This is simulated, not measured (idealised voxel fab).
Herein follows the process module entitled voxel fin reveal.
The cross-section shown here is cut; it is 190 nm wide and divided into square cells measuring 5 nm on a side.
A cross-section is written here as square cells arranged in a grid, and it is given in bands from the top down, each band taking up one or more rows of cells. Within each band entry, the heights of the top and of the bottom of the band appear first, in that order and in nm; the materials of the band then follow from left to right, each with its corresponding width in nm. The designation "all across" on a single material indicates that it fills the band from edge to edge; the designation "air" indicates empty space. It should be noted that heights are counted from 0, beneath which the wafer as supplied is of one material throughout, and that the lowest band possesses no lower boundary but continues downward, as written in "from 0 down". The two numbers in a width such as "30 to 40" mark its ends across the band: the first belongs to the top row of cells, the second to the bottom row, and from each row to the next the width moves by the same amount. You'll sometimes find "left unchanged" written for a step, and that's the way of saying that nowhere in the cross-section did a cell change during that step. Entry "Closed void table". Content: empty spaces with no open connection to the top, size 8 cells or greater. Each: width x height at distance. Distance: from left edge. Unit: nm. What comes after the settings on a step's line is commentary from the simulator itself on that step. The line of a step may include "overlay nm". On a step with a mask, this value is how far to the right of its planned place the mask lay. A negative value means the mask lay to the left.
## Steps planned for the process
1: RECEIVE | material Si
2: CONFORMAL_DEP | material SiN | thk nm 5
3: MASKED_ETCH | tone cover | mask id FINS | width nm 15 | pitch nm 40 | etch materials SiN | depth nm 5 | overlay nm 0
4: MASKED_ETCH | tone cover | mask id FINS | width nm 15 | pitch nm 40 | etch materials Si | depth nm 35 | overlay nm 0
5: OXIDIZE | depth nm 5
6: FILL_DEP | material SiO2 | thk nm 15
7: CMP | height nm 5
8: SELECTIVE_ETCH | etch materials SiO2 | depth nm 15
9: STRIP | etch materials SiN
For clarity, it should be stated that the wafers under discussion commence in an identical condition and differ with respect to the width nm of step 4, the plan indicating the value that the first wafer had.
## Sectional view: first of several wafers, as received, after step 1
	from 0 down = Si all across
	Closed void table: none
## For your reference, the table is organized with a row per wafer; each row reflects the wafer at the end of the module, indicating for each material the cells gained (+) or lost (-) since receipt, and thereafter its closed voids
width nm 15; -272 Si; +204 SiO2; Closed void table: none
width nm 20; -244 Si; +180 SiO2; Closed void table: none
width nm 25; -216 Si; +156 SiO2; Closed void table: none
